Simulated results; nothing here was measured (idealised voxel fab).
process module | voxel gate over fins
Each square cell in cross-section cut measures 5 nm, and the section as a whole is 290 nm wide.
When this document writes out a cross-section, it uses a grid of square cells and lists it as bands, beginning at the top and moving down, with a band standing for one or more rows of cells. Heads up on the band format: heights come first, top then bottom, in nm. After that it's the materials left to right, each with its width in nm. A single material flagged "throughout" fills the whole band edge to edge, and "blank" means there's empty space there. Measure heights from 0. That's the level where, below it, the as-received wafer is all one material. The lowest band is bottomless and extends downward; write it as in "0 nm and below". The expression "30 to 40" gives the width at the extremes of the band, the first number at its top row of cells and the second at its bottom row, with the width changing by equal amounts from each row to the next in between. "nothing changed" -> step changed no cross-section cell. "Trapped cavities" lists enclosed empty spaces (at least 8 cells, no open path upward to the top), each as width x height at distance from the left edge, in nm. On a step's line, text after the settings is the simulator commenting on that step. The line of a step may include "overlay nm". On a step with a mask, this value is how far to the right of its planned place the mask lay. A negative value means the mask lay to the left.

Intended process steps:
- 1: RECEIVE: material Si
- 2: CONFORMAL_DEP: material SiN, thk nm 5
- 3: DIRECTIONAL_DEP: material aC, thk nm 10
- 4: PATTERN: tone cover, mask id FINS, material resist, width nm 15, pitch nm 55, thk nm 30, overlay nm 0
- 5: DIRECTIONAL_ETCH: etch materials aC, depth nm 10
- 6: STRIP: etch materials resist
- 7: DIRECTIONAL_ETCH: etch materials SiN, depth nm 5
- 8: DIRECTIONAL_ETCH: etch materials Si, depth nm 35
- 9: STRIP: etch materials aC
- 10: FILL_DEP: material SiO2, thk nm 15
- 11: CMP: height nm 5
- 12: DIRECTIONAL_DEP: material aC, thk nm 15
- 13: PATTERN: tone open, mask id RAIL, material resist, width nm 15, thk nm 35, overlay nm 0
- 14: DIRECTIONAL_ETCH: etch materials aC, depth nm 15
- 15: STRIP: etch materials resist
- 16: DIRECTIONAL_ETCH: etch materials SiO2, depth nm 35
- 17: STRIP: etch materials aC
- 18: CONFORMAL_DEP: material TiN, thk nm 5
- 19: FILL_DEP: material Ru, thk nm 5
- 20: CMP: height nm 5
- 21: SELECTIVE_ETCH: etch materials W Ru TiN, depth nm 20
- 22: FILL_DEP: material SiO2, thk nm 5
- 23: CMP: height nm 5
- 24: SELECTIVE_ETCH: etch materials SiO2, depth nm 15
- 25: STRIP: etch materials SiN
- 26: CONFORMAL_DEP: material HfO2, thk nm 5
- 27: CONFORMAL_DEP: material TiN, thk nm 5
- 28: CONFORMAL_DEP: material TiAl, thk nm 5
- 29: CONFORMAL_DEP: material TiN, thk nm 5
- 30: FILL_DEP: material W, thk nm 15
- 31: CMP: height nm 30
- 32: CONFORMAL_DEP: material SiCN, thk nm 10

The first of a set of two wafers, run to plan:

This is the cross-section of the wafer as we received it, i.e. after step 1:
	0 nm and below | Si throughout
	Trapped cavities: none

Wafer after step 2 (cross-section):
	5 nm to 0 nm | SiN throughout
	No changes below 0.

Wafer after step 3 (cross-section):
	15 nm to 5 nm | aC throughout
	No changes below 5.

Wafer after step 4 (cross-section):
	45 nm to 15 nm | blank (110)  resist (15)  blank (40)  resist (15)  blank (110)
	No changes below 15.

Wafer after step 5 (cross-section):
	35 nm to 15 nm | blank (110)  resist (15)  blank (40)  resist (15)  blank (110)
	15 nm to 5 nm | blank (110)  aC (15)  blank (40)  aC (15)  blank (110)
	No changes below 5.

Wafer after step 6 (cross-section):
	15 nm to 5 nm | blank (110)  aC (15)  blank (40)  aC (15)  blank (110)
	No changes below 5.

Wafer after step 7 (cross-section):
	15 nm to 5 nm | blank (110)  aC (15)  blank (40)  aC (15)  blank (110)
	5 nm to 0 nm | blank (110)  SiN (15)  blank (40)  SiN (15)  blank (110)
	No changes below 0.

Wafer after step 8 (cross-section):
	15 nm to 5 nm | blank (110)  aC (15)  blank (40)  aC (15)  blank (110)
	5 nm to 0 nm | blank (110)  SiN (15)  blank (40)  SiN (15)  blank (110)
	0 nm to -35 nm | blank (110)  Si (15)  blank (40)  Si (15)  blank (110)
	No changes below -35.

Wafer after step 9 (cross-section):
	5 nm to 0 nm | blank (110)  SiN (15)  blank (40)  SiN (15)  blank (110)
	No changes below 0.

Wafer after step 10 (cross-section):
	20 nm to 5 nm | SiO2 throughout
	5 nm to 0 nm | SiO2 (110)  SiN (15)  SiO2 (40)  SiN (15)  SiO2 (110)
	0 nm to -35 nm | SiO2 (110)  Si (15)  SiO2 (40)  Si (15)  SiO2 (110)
	No changes below -35.

Wafer after step 11 (cross-section):
	5 nm to 0 nm | SiO2 (110)  SiN (15)  SiO2 (40)  SiN (15)  SiO2 (110)
	No changes below 0.

Wafer after step 12 (cross-section):
	20 nm to 5 nm | aC throughout
	No changes below 5.

Wafer after step 13 (cross-section):
	55 nm to 20 nm | resist (135)  blank (15)  resist (140)
	No changes below 20.

Wafer after step 14 (cross-section):
	40 nm to 20 nm | resist (135)  blank (15)  resist (140)
	20 nm to 5 nm | aC (135)  blank (15)  aC (140)
	No changes below 5.

Wafer after step 15 (cross-section):
	20 nm to 5 nm | aC (135)  blank (15)  aC (140)
	No changes below 5.

Wafer after step 16 (cross-section):
	20 nm to 5 nm | aC (135)  blank (15)  aC (140)
	5 nm to 0 nm | SiO2 (110)  SiN (15)  SiO2 (10)  blank (15)  SiO2 (15)  SiN (15)  SiO2 (110)
	0 nm to -30 nm | SiO2 (110)  Si (15)  SiO2 (10)  blank (15)  SiO2 (15)  Si (15)  SiO2 (110)
	No changes below -30.

Wafer after step 17 (cross-section):
	5 nm to 0 nm | SiO2 (110)  SiN (15)  SiO2 (10)  blank (15)  SiO2 (15)  SiN (15)  SiO2 (110)
	No changes below 0.

Wafer after step 18 (cross-section):
	10 nm to 5 nm | TiN (140)  blank (5)  TiN (145)
	5 nm to 0 nm | SiO2 (110)  SiN (15)  SiO2 (10)  TiN (5)  blank (5)  TiN (5)  SiO2 (15)  SiN (15)  SiO2 (110)
	0 nm to -25 nm | SiO2 (110)  Si (15)  SiO2 (10)  TiN (5)  blank (5)  TiN (5)  SiO2 (15)  Si (15)  SiO2 (110)
	-25 nm to -30 nm | SiO2 (110)  Si (15)  SiO2 (10)  TiN (15)  SiO2 (15)  Si (15)  SiO2 (110)
	No changes below -30.

Wafer after step 19 (cross-section):
	15 nm to 10 nm | Ru throughout
	10 nm to 5 nm | TiN (140)  Ru (5)  TiN (145)
	5 nm to 0 nm | SiO2 (110)  SiN (15)  SiO2 (10)  TiN (5)  Ru (5)  TiN (5)  SiO2 (15)  SiN (15)  SiO2 (110)
	0 nm to -25 nm | SiO2 (110)  Si (15)  SiO2 (10)  TiN (5)  Ru (5)  TiN (5)  SiO2 (15)  Si (15)  SiO2 (110)
	No changes below -25.

Wafer after step 20 (cross-section):
	5 nm to 0 nm | SiO2 (110)  SiN (15)  SiO2 (10)  TiN (5)  Ru (5)  TiN (5)  SiO2 (15)  SiN (15)  SiO2 (110)
	No changes below 0.

Wafer after step 21 (cross-section):
	5 nm to 0 nm | SiO2 (110)  SiN (15)  SiO2 (10)  blank (15)  SiO2 (15)  SiN (15)  SiO2 (110)
	0 nm to -15 nm | SiO2 (110)  Si (15)  SiO2 (10)  blank (15)  SiO2 (15)  Si (15)  SiO2 (110)
	No changes below -15.

Wafer after step 22 (cross-section):
	10 nm to 5 nm | SiO2 throughout
	5 nm to 0 nm | SiO2 (110)  SiN (15)  SiO2 (40)  SiN (15)  SiO2 (110)
	0 nm to -15 nm | SiO2 (110)  Si (15)  SiO2 (40)  Si (15)  SiO2 (110)
	No changes below -15.

Wafer after step 23 (cross-section):
	5 nm to 0 nm | SiO2 (110)  SiN (15)  SiO2 (40)  SiN (15)  SiO2 (110)
	No changes below 0.

Wafer after step 24 (cross-section):
	5 nm to 0 nm | blank (110)  SiN (15)  blank (40)  SiN (15)  blank (110)
	0 nm to -10 nm | blank (110)  Si (15)  blank (40)  Si (15)  blank (110)
	No changes below -10.

Wafer after step 25 (cross-section):
	0 nm to -10 nm | blank (110)  Si (15)  blank (40)  Si (15)  blank (110)
	No changes below -10.

Wafer after step 26 (cross-section):
	5 nm to 0 nm | blank (105)  HfO2 (25)  blank (30)  HfO2 (25)  blank (105)
	0 nm to -5 nm | blank (105)  HfO2 (5)  Si (15)  HfO2 (5)  blank (30)  HfO2 (5)  Si (15)  HfO2 (5)  blank (105)
	-5 nm to -10 nm | HfO2 (110)  Si (15)  HfO2 (40)  Si (15)  HfO2 (110)
	No changes below -10.

Wafer after step 27 (cross-section):
	10 nm to 5 nm | blank (100)  TiN (35)  blank (20)  TiN (35)  blank (100)
	5 nm to 0 nm | blank (100)  TiN (5)  HfO2 (25)  TiN (5)  blank (20)  TiN (5)  HfO2 (25)  TiN (5)  blank (100)
	0 nm to -5 nm | TiN (105)  HfO2 (5)  Si (15)  HfO2 (5)  TiN (30)  HfO2 (5)  Si (15)  HfO2 (5)  TiN (105)
	No changes below -5.

Wafer after step 28 (cross-section):
	15 nm to 10 nm | blank (95)  TiAl (45)  blank (10)  TiAl (45)  blank (95)
	10 nm to 5 nm | blank (95)  TiAl (5)  TiN (35)  TiAl (5)  blank (10)  TiAl (5)  TiN (35)  TiAl (5)  blank (95)
	5 nm to 0 nm | TiAl (100)  TiN (5)  HfO2 (25)  TiN (5)  TiAl (20)  TiN (5)  HfO2 (25)  TiN (5)  TiAl (100)
	No changes below 0.

Wafer after step 29 (cross-section):
	20 nm to 15 nm | blank (90)  TiN (110)  blank (90)
	15 nm to 10 nm | blank (90)  TiN (5)  TiAl (45)  TiN (10)  TiAl (45)  TiN (5)  blank (90)
	10 nm to 5 nm | TiN (95)  TiAl (5)  TiN (35)  TiAl (5)  TiN (10)  TiAl (5)  TiN (35)  TiAl (5)  TiN (95)
	No changes below 5.

Wafer after step 30 (cross-section):
	35 nm to 20 nm | W throughout
	20 nm to 15 nm | W (90)  TiN (110)  W (90)
	15 nm to 10 nm | W (90)  TiN (5)  TiAl (45)  TiN (10)  TiAl (45)  TiN (5)  W (90)
	No changes below 10.

Wafer after step 31 (cross-section):
	30 nm to 20 nm | W throughout
	No changes below 20.

Wafer after step 32 (cross-section):
	40 nm to 30 nm | SiCN throughout
	No changes below 30.

The Second Wafer: Common Origin and Plan, One Mistake in Execution, Identical to the First Through Step 3:

What the second wafer looks like in cross-section when step 4 should have wrapped up:
	45 nm to 15 nm | blank (115)  resist (15)  blank (40)  resist (15)  blank (105)
	No changes below 15.

What the second wafer looks like in cross-section when step 5 should have wrapped up:
	35 nm to 15 nm | blank (115)  resist (15)  blank (40)  resist (15)  blank (105)
	15 nm to 5 nm | blank (115)  aC (15)  blank (40)  aC (15)  blank (105)
	No changes below 5.

What the second wafer looks like in cross-section when step 6 should have wrapped up:
	15 nm to 5 nm | blank (115)  aC (15)  blank (40)  aC (15)  blank (105)
	No changes below 5.

What the second wafer looks like in cross-section when step 7 should have wrapped up:
	15 nm to 5 nm | blank (115)  aC (15)  blank (40)  aC (15)  blank (105)
	5 nm to 0 nm | blank (115)  SiN (15)  blank (40)  SiN (15)  blank (105)
	No changes below 0.

What the second wafer looks like in cross-section when step 8 should have wrapped up:
	15 nm to 5 nm | blank (115)  aC (15)  blank (40)  aC (15)  blank (105)
	5 nm to 0 nm | blank (115)  SiN (15)  blank (40)  SiN (15)  blank (105)
	0 nm to -35 nm | blank (115)  Si (15)  blank (40)  Si (15)  blank (105)
	No changes below -35.

What the second wafer looks like in cross-section when step 9 should have wrapped up:
	5 nm to 0 nm | blank (115)  SiN (15)  blank (40)  SiN (15)  blank (105)
	No changes below 0.

What the second wafer looks like in cross-section when step 10 should have wrapped up:
	20 nm to 5 nm | SiO2 throughout
	5 nm to 0 nm | SiO2 (115)  SiN (15)  SiO2 (40)  SiN (15)  SiO2 (105)
	0 nm to -35 nm | SiO2 (115)  Si (15)  SiO2 (40)  Si (15)  SiO2 (105)
	No changes below -35.

What the second wafer looks like in cross-section when step 11 should have wrapped up:
	5 nm to 0 nm | SiO2 (115)  SiN (15)  SiO2 (40)  SiN (15)  SiO2 (105)
	No changes below 0.

What the second wafer looks like in cross-section when step 12 should have wrapped up:
	20 nm to 5 nm | aC throughout
	No changes below 5.

What the second wafer looks like in cross-section when step 13 should have wrapped up:
	55 nm to 20 nm | resist (135)  blank (15)  resist (140)
	No changes below 20.

What the second wafer looks like in cross-section when step 14 should have wrapped up:
	40 nm to 20 nm | resist (135)  blank (15)  resist (140)
	20 nm to 5 nm | aC (135)  blank (15)  aC (140)
	No changes below 5.

What the second wafer looks like in cross-section when step 15 should have wrapped up:
	20 nm to 5 nm | aC (135)  blank (15)  aC (140)
	No changes below 5.

What the second wafer looks like in cross-section when step 16 should have wrapped up:
	20 nm to 5 nm | aC (135)  blank (15)  aC (140)
	5 nm to 0 nm | SiO2 (115)  SiN (15)  SiO2 (5)  blank (15)  SiO2 (20)  SiN (15)  SiO2 (105)
	0 nm to -30 nm | SiO2 (115)  Si (15)  SiO2 (5)  blank (15)  SiO2 (20)  Si (15)  SiO2 (105)
	No changes below -30.

What the second wafer looks like in cross-section when step 17 should have wrapped up:
	5 nm to 0 nm | SiO2 (115)  SiN (15)  SiO2 (5)  blank (15)  SiO2 (20)  SiN (15)  SiO2 (105)
	No changes below 0.

What the second wafer looks like in cross-section when step 18 should have wrapped up:
	10 nm to 5 nm | TiN (140)  blank (5)  TiN (145)
	5 nm to 0 nm | SiO2 (115)  SiN (15)  SiO2 (5)  TiN (5)  blank (5)  TiN (5)  SiO2 (20)  SiN (15)  SiO2 (105)
	0 nm to -25 nm | SiO2 (115)  Si (15)  SiO2 (5)  TiN (5)  blank (5)  TiN (5)  SiO2 (20)  Si (15)  SiO2 (105)
	-25 nm to -30 nm | SiO2 (115)  Si (15)  SiO2 (5)  TiN (15)  SiO2 (20)  Si (15)  SiO2 (105)
	No changes below -30.

What the second wafer looks like in cross-section when step 19 should have wrapped up:
	15 nm to 10 nm | Ru throughout
	10 nm to 5 nm | TiN (140)  Ru (5)  TiN (145)
	5 nm to 0 nm | SiO2 (115)  SiN (15)  SiO2 (5)  TiN (5)  Ru (5)  TiN (5)  SiO2 (20)  SiN (15)  SiO2 (105)
	0 nm to -25 nm | SiO2 (115)  Si (15)  SiO2 (5)  TiN (5)  Ru (5)  TiN (5)  SiO2 (20)  Si (15)  SiO2 (105)
	No changes below -25.

What the second wafer looks like in cross-section when step 20 should have wrapped up:
	5 nm to 0 nm | SiO2 (115)  SiN (15)  SiO2 (5)  TiN (5)  Ru (5)  TiN (5)  SiO2 (20)  SiN (15)  SiO2 (105)
	No changes below 0.

What the second wafer looks like in cross-section when step 21 should have wrapped up:
	5 nm to 0 nm | SiO2 (115)  SiN (15)  SiO2 (5)  blank (15)  SiO2 (20)  SiN (15)  SiO2 (105)
	0 nm to -15 nm | SiO2 (115)  Si (15)  SiO2 (5)  blank (15)  SiO2 (20)  Si (15)  SiO2 (105)
	No changes below -15.

What the second wafer looks like in cross-section when step 22 should have wrapped up:
	10 nm to 5 nm | SiO2 throughout
	5 nm to 0 nm | SiO2 (115)  SiN (15)  SiO2 (40)  SiN (15)  SiO2 (105)
	0 nm to -15 nm | SiO2 (115)  Si (15)  SiO2 (40)  Si (15)  SiO2 (105)
	No changes below -15.

What the second wafer looks like in cross-section when step 23 should have wrapped up:
	5 nm to 0 nm | SiO2 (115)  SiN (15)  SiO2 (40)  SiN (15)  SiO2 (105)
	No changes below 0.

What the second wafer looks like in cross-section when step 24 should have wrapped up:
	5 nm to 0 nm | blank (115)  SiN (15)  blank (40)  SiN (15)  blank (105)
	0 nm to -10 nm | blank (115)  Si (15)  blank (40)  Si (15)  blank (105)
	No changes below -10.

What the second wafer looks like in cross-section when step 25 should have wrapped up:
	0 nm to -10 nm | blank (115)  Si (15)  blank (40)  Si (15)  blank (105)
	No changes below -10.

What the second wafer looks like in cross-section when step 26 should have wrapped up:
	5 nm to 0 nm | blank (110)  HfO2 (25)  blank (30)  HfO2 (25)  blank (100)
	0 nm to -5 nm | blank (110)  HfO2 (5)  Si (15)  HfO2 (5)  blank (30)  HfO2 (5)  Si (15)  HfO2 (5)  blank (100)
	-5 nm to -10 nm | HfO2 (115)  Si (15)  HfO2 (40)  Si (15)  HfO2 (105)
	No changes below -10.

What the second wafer looks like in cross-section when step 27 should have wrapped up:
	10 nm to 5 nm | blank (105)  TiN (35)  blank (20)  TiN (35)  blank (95)
	5 nm to 0 nm | blank (105)  TiN (5)  HfO2 (25)  TiN (5)  blank (20)  TiN (5)  HfO2 (25)  TiN (5)  blank (95)
	0 nm to -5 nm | TiN (110)  HfO2 (5)  Si (15)  HfO2 (5)  TiN (30)  HfO2 (5)  Si (15)  HfO2 (5)  TiN (100)
	No changes below -5.

What the second wafer looks like in cross-section when step 28 should have wrapped up:
	15 nm to 10 nm | blank (100)  TiAl (45)  blank (10)  TiAl (45)  blank (90)
	10 nm to 5 nm | blank (100)  TiAl (5)  TiN (35)  TiAl (5)  blank (10)  TiAl (5)  TiN (35)  TiAl (5)  blank (90)
	5 nm to 0 nm | TiAl (105)  TiN (5)  HfO2 (25)  TiN (5)  TiAl (20)  TiN (5)  HfO2 (25)  TiN (5)  TiAl (95)
	No changes below 0.

What the second wafer looks like in cross-section when step 29 should have wrapped up:
	20 nm to 15 nm | blank (95)  TiN (110)  blank (85)
	15 nm to 10 nm | blank (95)  TiN (5)  TiAl (45)  TiN (10)  TiAl (45)  TiN (5)  blank (85)
	10 nm to 5 nm | TiN (100)  TiAl (5)  TiN (35)  TiAl (5)  TiN (10)  TiAl (5)  TiN (35)  TiAl (5)  TiN (90)
	No changes below 5.

What the second wafer looks like in cross-section when step 30 should have wrapped up:
	35 nm to 20 nm | W throughout
	20 nm to 15 nm | W (95)  TiN (110)  W (85)
	15 nm to 10 nm | W (95)  TiN (5)  TiAl (45)  TiN (10)  TiAl (45)  TiN (5)  W (85)
	No changes below 10.

What the second wafer looks like in cross-section when step 31 should have wrapped up:
	30 nm to 20 nm | W throughout
	No changes below 20.

What the second wafer looks like in cross-section when step 32 should have wrapped up:
	40 nm to 30 nm | SiCN throughout
	No changes below 30.
The mistake made against the process plan was this: step 4 was not run as planned; what actually ran was PATTERN: tone cover, mask id FINS, material resist, width nm 15, pitch nm 55, thk nm 30, overlay nm 5
At the close, every material occupies the same number of cells on the second wafer as on the first, only in different positions.
